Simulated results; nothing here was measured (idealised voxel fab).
voxel wiring stack: a process module
Section shown: cut. Width: 205 nm. Cell size: 5 nm, square.
This document writes a cross-section as a grid whose cells are square, and gives it as bands, listed from the top down; one or more rows of cells form a band.
In this notation a band is specified by the heights of its top and bottom, in that order and in nm, after which its materials appear from left to right, each paired with its width in nm. The word "everywhere" attached to a single material means that material fills the band from edge to edge; the word "air" stands for empty space.
All heights in this document are referenced to 0, defined as the level beneath which the wafer, as received, consists entirely of one material. The lowest band is not bounded below; it extends indefinitely downward and is written in the form "0..down".
The two numbers in a width such as "30..40" mark its ends across the band: the first belongs to the top row of cells, the second to the bottom row, and from each row to the next the width moves by the same amount.
"no modification" after a step means that no cell of the cross-section changed.
So "Listed closed voids" is basically the list of trapped voids: any empty space of 8 cells or more that can't reach the top through an opening. They're written width x height at distance, the distance being from the left edge, and it's all nm.
On a step's line, text after the settings is the simulator commenting on that step.
overlay nm: mask right of planned place by this much (step with mask). Neg. = left.
### This section lists the process steps that were planned
1: RECEIVE [material Si]
2: CONFORMAL_DEP [material SiO2] [thk nm 10]
3: CONFORMAL_DEP [material SiN] [thk nm 5]
4: DIRECTIONAL_DEP [material SiO2] [thk nm 20]
5: DIRECTIONAL_DEP [material aC] [thk nm 15]
6: PATTERN [tone open] [mask id METAL_1] [material resist] [width nm 25] [pitch nm 50] [thk nm 35] [overlay nm 0]
7: DIRECTIONAL_ETCH [etch materials aC] [depth nm 15]
8: STRIP [etch materials resist]
9: DIRECTIONAL_ETCH [etch materials SiO2] [depth nm 20]
10: DIRECTIONAL_ETCH [etch materials SiN] [depth nm 5]
11: STRIP [etch materials aC]
12: CONFORMAL_DEP [material TiN] [thk nm 5]
13: FILL_DEP [material W] [thk nm 5]
14: CMP [height nm 35]
15: EPI [material Ru] [thk nm 5]
16: FILL_DEP [material SiCN] [thk nm 5]
17: DIRECTIONAL_DEP [material lowk] [thk nm 35]
18: MASKED_ETCH [tone open] [mask id METAL_2_HOLES] [width nm 15] [pitch nm 50] [etch materials lowk] [depth nm 35] [overlay nm 0]
19: MASKED_ETCH [tone open] [mask id METAL_2] [width nm 25] [pitch nm 50] [etch materials lowk] [depth nm 20] [overlay nm 0]
20: MASKED_ETCH [tone open] [mask id METAL_2] [width nm 25] [pitch nm 50] [etch materials SiCN] [depth nm 5] [overlay nm 0]
21: CONFORMAL_DEP [material TiN] [thk nm 5]
22: FILL_DEP [material Cu] [thk nm 10]
23: CMP [height nm 80]
24: CONFORMAL_DEP [material SiCN] [thk nm 5]
25: DIRECTIONAL_DEP [material SiO2] [thk nm 30]
26: PATTERN [tone open] [mask id METAL_3_HOLES] [material resist] [width nm 15] [pitch nm 50] [thk nm 15] [overlay nm 0]
27: DIRECTIONAL_ETCH [etch materials SiO2] [depth nm 30]
28: STRIP [etch materials resist]
29: DIRECTIONAL_DEP [material aC] [thk nm 15]
30: PATTERN [tone open] [mask id METAL_3] [material resist] [width nm 25] [pitch nm 50] [thk nm 35] [overlay nm 0]
31: DIRECTIONAL_ETCH [etch materials aC] [depth nm 15]
32: STRIP [etch materials resist]
33: DIRECTIONAL_ETCH [etch materials SiO2] [depth nm 20]
34: DIRECTIONAL_ETCH [etch materials SiCN] [depth nm 5]
35: STRIP [etch materials aC]
36: CONFORMAL_DEP [material TiN] [thk nm 5]
37: FILL_DEP [material Ru] [thk nm 10]
38: CMP [height nm 115]
39: CONFORMAL_DEP [material SiCN] [thk nm 5]
### First of two wafers - as planned
### As-received state of the wafer in cross-section, equivalent to post-step 1
* 0..down: Si everywhere
* Listed closed voids: none
### Take a look at the wafer's cross-section after step 2
* 10..0: SiO2 everywhere
* Lower than 0, everything is as it was.
### Take a look at the wafer's cross-section after step 3
* 15..10: SiN everywhere
* Lower than 10, everything is as it was.
### Take a look at the wafer's cross-section after step 4
* 35..15: SiO2 everywhere
* Lower than 15, everything is as it was.
### Take a look at the wafer's cross-section after step 5
* 50..35: aC everywhere
* Lower than 35, everything is as it was.
### Take a look at the wafer's cross-section after step 6
* 85..50: resist 40, air 25, resist 25, air 25, resist 25, air 25, resist 40
* Lower than 50, everything is as it was.
### Take a look at the wafer's cross-section after step 7
* 70..50: resist 40, air 25, resist 25, air 25, resist 25, air 25, resist 40
* 50..35: aC 40, air 25, aC 25, air 25, aC 25, air 25, aC 40
* Lower than 35, everything is as it was.
### Take a look at the wafer's cross-section after step 8
* 50..35: aC 40, air 25, aC 25, air 25, aC 25, air 25, aC 40
* Lower than 35, everything is as it was.
### Take a look at the wafer's cross-section after step 9
* 50..35: aC 40, air 25, aC 25, air 25, aC 25, air 25, aC 40
* 35..15: SiO2 40, air 25, SiO2 25, air 25, SiO2 25, air 25, SiO2 40
* Lower than 15, everything is as it was.
### Take a look at the wafer's cross-section after step 10
* 50..35: aC 40, air 25, aC 25, air 25, aC 25, air 25, aC 40
* 35..15: SiO2 40, air 25, SiO2 25, air 25, SiO2 25, air 25, SiO2 40
* 15..10: SiN 40, air 25, SiN 25, air 25, SiN 25, air 25, SiN 40
* Lower than 10, everything is as it was.
### Take a look at the wafer's cross-section after step 11
* 35..15: SiO2 40, air 25, SiO2 25, air 25, SiO2 25, air 25, SiO2 40
* Lower than 15, everything is as it was.
### Take a look at the wafer's cross-section after step 12
* 40..35: TiN 45, air 15, TiN 35, air 15, TiN 35, air 15, TiN 45
* 35..15: SiO2 40, TiN 5, air 15, TiN 5, SiO2 25, TiN 5, air 15, TiN 5, SiO2 25, TiN 5, air 15, TiN 5, SiO2 40
* 15..10: SiN 40, TiN 25, SiN 25, TiN 25, SiN 25, TiN 25, SiN 40
* Lower than 10, everything is as it was.
### Take a look at the wafer's cross-section after step 13
* 45..40: W everywhere
* 40..35: TiN 45, W 15, TiN 35, W 15, TiN 35, W 15, TiN 45
* 35..15: SiO2 40, TiN 5, W 15, TiN 5, SiO2 25, TiN 5, W 15, TiN 5, SiO2 25, TiN 5, W 15, TiN 5, SiO2 40
* Lower than 15, everything is as it was.
### Take a look at the wafer's cross-section after step 14
* 35..15: SiO2 40, TiN 5, W 15, TiN 5, SiO2 25, TiN 5, W 15, TiN 5, SiO2 25, TiN 5, W 15, TiN 5, SiO2 40
* Lower than 15, everything is as it was.
### Take a look at the wafer's cross-section after step 15
* 40..35: air 35, Ru 35, air 15, Ru 35, air 15, Ru 35, air 35
* Lower than 35, everything is as it was.
### Take a look at the wafer's cross-section after step 16
* 45..40: SiCN everywhere
* 40..35: SiCN 35, Ru 35, SiCN 15, Ru 35, SiCN 15, Ru 35, SiCN 35
* Lower than 35, everything is as it was.
### Take a look at the wafer's cross-section after step 17
* 80..45: lowk everywhere
* Lower than 45, everything is as it was.
### Take a look at the wafer's cross-section after step 18
* 80..45: lowk 40, air 15, lowk 35, air 15, lowk 35, air 15, lowk 50
* Lower than 45, everything is as it was.
### Take a look at the wafer's cross-section after step 19
* 80..60: lowk 40, air 25, lowk 25, air 25, lowk 25, air 25, lowk 40
* Lower than 60, everything is as it was.
### Take a look at the wafer's cross-section after step 20
* 80..60: lowk 40, air 25, lowk 25, air 25, lowk 25, air 25, lowk 40
* 60..45: lowk 40, air 15, lowk 35, air 15, lowk 35, air 15, lowk 50
* 45..40: SiCN 40, air 15, SiCN 35, air 15, SiCN 35, air 15, SiCN 50
* Lower than 40, everything is as it was.
### Take a look at the wafer's cross-section after step 21
* 85..80: TiN 45, air 15, TiN 35, air 15, TiN 35, air 15, TiN 45
* 80..65: lowk 40, TiN 5, air 15, TiN 5, lowk 25, TiN 5, air 15, TiN 5, lowk 25, TiN 5, air 15, TiN 5, lowk 40
* 65..60: lowk 40, TiN 5, air 5, TiN 15, lowk 25, TiN 5, air 5, TiN 15, lowk 25, TiN 5, air 5, TiN 15, lowk 40
* 60..45: lowk 40, TiN 5, air 5, TiN 5, lowk 35, TiN 5, air 5, TiN 5, lowk 35, TiN 5, air 5, TiN 5, lowk 50
* 45..40: SiCN 40, TiN 15, SiCN 35, TiN 15, SiCN 35, TiN 15, SiCN 50
* Lower than 40, everything is as it was.
### Take a look at the wafer's cross-section after step 22
* 95..85: Cu everywhere
* 85..80: TiN 45, Cu 15, TiN 35, Cu 15, TiN 35, Cu 15, TiN 45
* 80..65: lowk 40, TiN 5, Cu 15, TiN 5, lowk 25, TiN 5, Cu 15, TiN 5, lowk 25, TiN 5, Cu 15, TiN 5, lowk 40
* 65..60: lowk 40, TiN 5, Cu 5, TiN 15, lowk 25, TiN 5, Cu 5, TiN 15, lowk 25, TiN 5, Cu 5, TiN 15, lowk 40
* 60..45: lowk 40, TiN 5, Cu 5, TiN 5, lowk 35, TiN 5, Cu 5, TiN 5, lowk 35, TiN 5, Cu 5, TiN 5, lowk 50
* Lower than 45, everything is as it was.
### Take a look at the wafer's cross-section after step 23
* 80..65: lowk 40, TiN 5, Cu 15, TiN 5, lowk 25, TiN 5, Cu 15, TiN 5, lowk 25, TiN 5, Cu 15, TiN 5, lowk 40
* Lower than 65, everything is as it was.
### Take a look at the wafer's cross-section after step 24
* 85..80: SiCN everywhere
* Lower than 80, everything is as it was.
### Take a look at the wafer's cross-section after step 25
* 115..85: SiO2 everywhere
* Lower than 85, everything is as it was.
### Take a look at the wafer's cross-section after step 26
* 130..115: resist 40, air 15, resist 35, air 15, resist 35, air 15, resist 50
* Lower than 115, everything is as it was.
### Take a look at the wafer's cross-section after step 27
* 130..115: resist 40, air 15, resist 35, air 15, resist 35, air 15, resist 50
* 115..85: SiO2 40, air 15, SiO2 35, air 15, SiO2 35, air 15, SiO2 50
* Lower than 85, everything is as it was.
### Take a look at the wafer's cross-section after step 28
* 115..85: SiO2 40, air 15, SiO2 35, air 15, SiO2 35, air 15, SiO2 50
* Lower than 85, everything is as it was.
### Take a look at the wafer's cross-section after step 29
* 130..115: aC 40, air 15, aC 35, air 15, aC 35, air 15, aC 50
* 115..100: SiO2 40, air 15, SiO2 35, air 15, SiO2 35, air 15, SiO2 50
* 100..85: SiO2 40, aC 15, SiO2 35, aC 15, SiO2 35, aC 15, SiO2 50
* Lower than 85, everything is as it was.
### Take a look at the wafer's cross-section after step 30
* 165..130: resist 40, air 25, resist 25, air 25, resist 25, air 25, resist 40
* Lower than 130, everything is as it was.
### Take a look at the wafer's cross-section after step 31
* 150..130: resist 40, air 25, resist 25, air 25, resist 25, air 25, resist 40
* 130..115: aC 40, air 25, aC 25, air 25, aC 25, air 25, aC 40
* 115..85: SiO2 40, air 15, SiO2 35, air 15, SiO2 35, air 15, SiO2 50
* Lower than 85, everything is as it was.
### Take a look at the wafer's cross-section after step 32
* 130..115: aC 40, air 25, aC 25, air 25, aC 25, air 25, aC 40
* Lower than 115, everything is as it was.
### Take a look at the wafer's cross-section after step 33
* 130..115: aC 40, air 25, aC 25, air 25, aC 25, air 25, aC 40
* 115..95: SiO2 40, air 25, SiO2 25, air 25, SiO2 25, air 25, SiO2 40
* Lower than 95, everything is as it was.
### Take a look at the wafer's cross-section after step 34
* 130..115: aC 40, air 25, aC 25, air 25, aC 25, air 25, aC 40
* 115..95: SiO2 40, air 25, SiO2 25, air 25, SiO2 25, air 25, SiO2 40
* 95..85: SiO2 40, air 15, SiO2 35, air 15, SiO2 35, air 15, SiO2 50
* 85..80: SiCN 40, air 15, SiCN 35, air 15, SiCN 35, air 15, SiCN 50
* Lower than 80, everything is as it was.
### Take a look at the wafer's cross-section after step 35
* 115..95: SiO2 40, air 25, SiO2 25, air 25, SiO2 25, air 25, SiO2 40
* Lower than 95, everything is as it was.
### Take a look at the wafer's cross-section after step 36
* 120..115: TiN 45, air 15, TiN 35, air 15, TiN 35, air 15, TiN 45
* 115..100: SiO2 40, TiN 5, air 15, TiN 5, SiO2 25, TiN 5, air 15, TiN 5, SiO2 25, TiN 5, air 15, TiN 5, SiO2 40
* 100..95: SiO2 40, TiN 5, air 5, TiN 15, SiO2 25, TiN 5, air 5, TiN 15, SiO2 25, TiN 5, air 5, TiN 15, SiO2 40
* 95..85: SiO2 40, TiN 5, air 5, TiN 5, SiO2 35, TiN 5, air 5, TiN 5, SiO2 35, TiN 5, air 5, TiN 5, SiO2 50
* 85..80: SiCN 40, TiN 15, SiCN 35, TiN 15, SiCN 35, TiN 15, SiCN 50
* Lower than 80, everything is as it was.
### Take a look at the wafer's cross-section after step 37
* 130..120: Ru everywhere
* 120..115: TiN 45, Ru 15, TiN 35, Ru 15, TiN 35, Ru 15, TiN 45
* 115..100: SiO2 40, TiN 5, Ru 15, TiN 5, SiO2 25, TiN 5, Ru 15, TiN 5, SiO2 25, TiN 5, Ru 15, TiN 5, SiO2 40
* 100..95: SiO2 40, TiN 5, Ru 5, TiN 15, SiO2 25, TiN 5, Ru 5, TiN 15, SiO2 25, TiN 5, Ru 5, TiN 15, SiO2 40
* 95..85: SiO2 40, TiN 5, Ru 5, TiN 5, SiO2 35, TiN 5, Ru 5, TiN 5, SiO2 35, TiN 5, Ru 5, TiN 5, SiO2 50
* Lower than 85, everything is as it was.
### Take a look at the wafer's cross-section after step 38
* 115..100: SiO2 40, TiN 5, Ru 15, TiN 5, SiO2 25, TiN 5, Ru 15, TiN 5, SiO2 25, TiN 5, Ru 15, TiN 5, SiO2 40
* Lower than 100, everything is as it was.
### Take a look at the wafer's cross-section after step 39
* 120..115: SiCN everywhere
* Lower than 115, everything is as it was.
### What follows concerns the second wafer, which started out like the first and was meant to follow the very same plan; one mistake crept in when it was run, but everything up to and including step 35 is the same as for the first wafer
### Second wafer profile in section, at the moment step 36 of the plan was meant to be complete
* 120..115: SiCN 45, air 15, SiCN 35, air 15, SiCN 35, air 15, SiCN 45
* 115..100: SiO2 40, SiCN 5, air 15, SiCN 5, SiO2 25, SiCN 5, air 15, SiCN 5, SiO2 25, SiCN 5, air 15, SiCN 5, SiO2 40
* 100..95: SiO2 40, SiCN 5, air 5, SiCN 15, SiO2 25, SiCN 5, air 5, SiCN 15, SiO2 25, SiCN 5, air 5, SiCN 15, SiO2 40
* 95..85: SiO2 40, SiCN 5, air 5, SiCN 5, SiO2 35, SiCN 5, air 5, SiCN 5, SiO2 35, SiCN 5, air 5, SiCN 5, SiO2 50
* 85..80: SiCN everywhere
* Lower than 80, everything is as it was.
### Second wafer profile in section, at the moment step 37 of the plan was meant to be complete
* 130..120: Ru everywhere
* 120..115: SiCN 45, Ru 15, SiCN 35, Ru 15, SiCN 35, Ru 15, SiCN 45
* 115..100: SiO2 40, SiCN 5, Ru 15, SiCN 5, SiO2 25, SiCN 5, Ru 15, SiCN 5, SiO2 25, SiCN 5, Ru 15, SiCN 5, SiO2 40
* 100..95: SiO2 40, SiCN 5, Ru 5, SiCN 15, SiO2 25, SiCN 5, Ru 5, SiCN 15, SiO2 25, SiCN 5, Ru 5, SiCN 15, SiO2 40
* 95..85: SiO2 40, SiCN 5, Ru 5, SiCN 5, SiO2 35, SiCN 5, Ru 5, SiCN 5, SiO2 35, SiCN 5, Ru 5, SiCN 5, SiO2 50
* Lower than 85, everything is as it was.
### Second wafer profile in section, at the moment step 38 of the plan was meant to be complete
* 115..100: SiO2 40, SiCN 5, Ru 15, SiCN 5, SiO2 25, SiCN 5, Ru 15, SiCN 5, SiO2 25, SiCN 5, Ru 15, SiCN 5, SiO2 40
* Lower than 100, everything is as it was.
### Second wafer profile in section, at the moment step 39 of the plan was meant to be complete
* 120..115: SiCN everywhere
* Lower than 115, everything is as it was.
Heads up, the wafer didn't run the way we planned it: step 36 ran as: CONFORMAL_DEP [material SiCN] [thk nm 5]
Final wafer comparison in cells, second versus first, more or fewer per material: 51 more of SiCN; 51 fewer of TiN
